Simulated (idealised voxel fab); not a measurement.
The following is a process module called voxel tone inversion.
Shown is cross-section cut, with a width of 230 nm and square cells of size 5 nm.
Cross-section format: a grid of square cells, given as bands from top to bottom; each band is one or more rows of cells. Heights first: top, then bottom, in nm. Then materials, left to right, each with a width in nm. "everywhere" on a single material: fills the band edge to edge. "air": empty space. Heights are expressed relative to 0, this being the level below which the as-received wafer comprises one material exclusively. The lowest band is unbounded in the downward direction and is denoted as in "0 down". Width: "30 to 40" (first number = top row, second number = bottom row, same change from row to row of cells). "identical to before" for a step: no cell of the cross-section changed in that step. Entrapped void list: empty space of 8 cells or more with no open way to the top, each as width x height at its distance from the left edge, in nm. after a step's settings: what the simulator itself notes on the step. The optional step-line setting "overlay nm" applies to steps with a mask and quantifies how far to the right of its planned location the mask lay, a negative value indicating leftward placement.
Here's what the planned process steps look like
1,RECEIVE | material Si
2,CONFORMAL_DEP | material SiCN | thk nm 5
3,DIRECTIONAL_DEP | material polySi | thk nm 25
4,PATTERN | tone cover | mask id POSTS | material resist | width nm 25 | pitch nm 50 | thk nm 35 | overlay nm 0
5,DIRECTIONAL_ETCH | etch materials polySi | depth nm 25
6,STRIP | etch materials resist
7,FILL_DEP | material lowk | thk nm 5
8,CMP | height nm 30
9,STRIP | etch materials polySi
Cross-section, incoming material, after step 1
* 0 down = Si everywhere
* Entrapped void list: none
The module was run from the start shown above using the plan shown above, but one mistake was made doing it; the resulting wafer cross-section is below
* 30 to 5 = 55 nm lowk, 20 nm air, 30 nm lowk, 20 nm air, 30 nm lowk, 20 nm air, 55 nm lowk
* 5 to 0 = SiCN everywhere
* 0 down = Si everywhere
* Entrapped void list: none
Finding, execution versus plan: rather than as planned, step 4 actually ran as PATTERN | tone cover | mask id POSTS | material resist | width nm 20 | pitch nm 50 | thk nm 35 | overlay nm 0
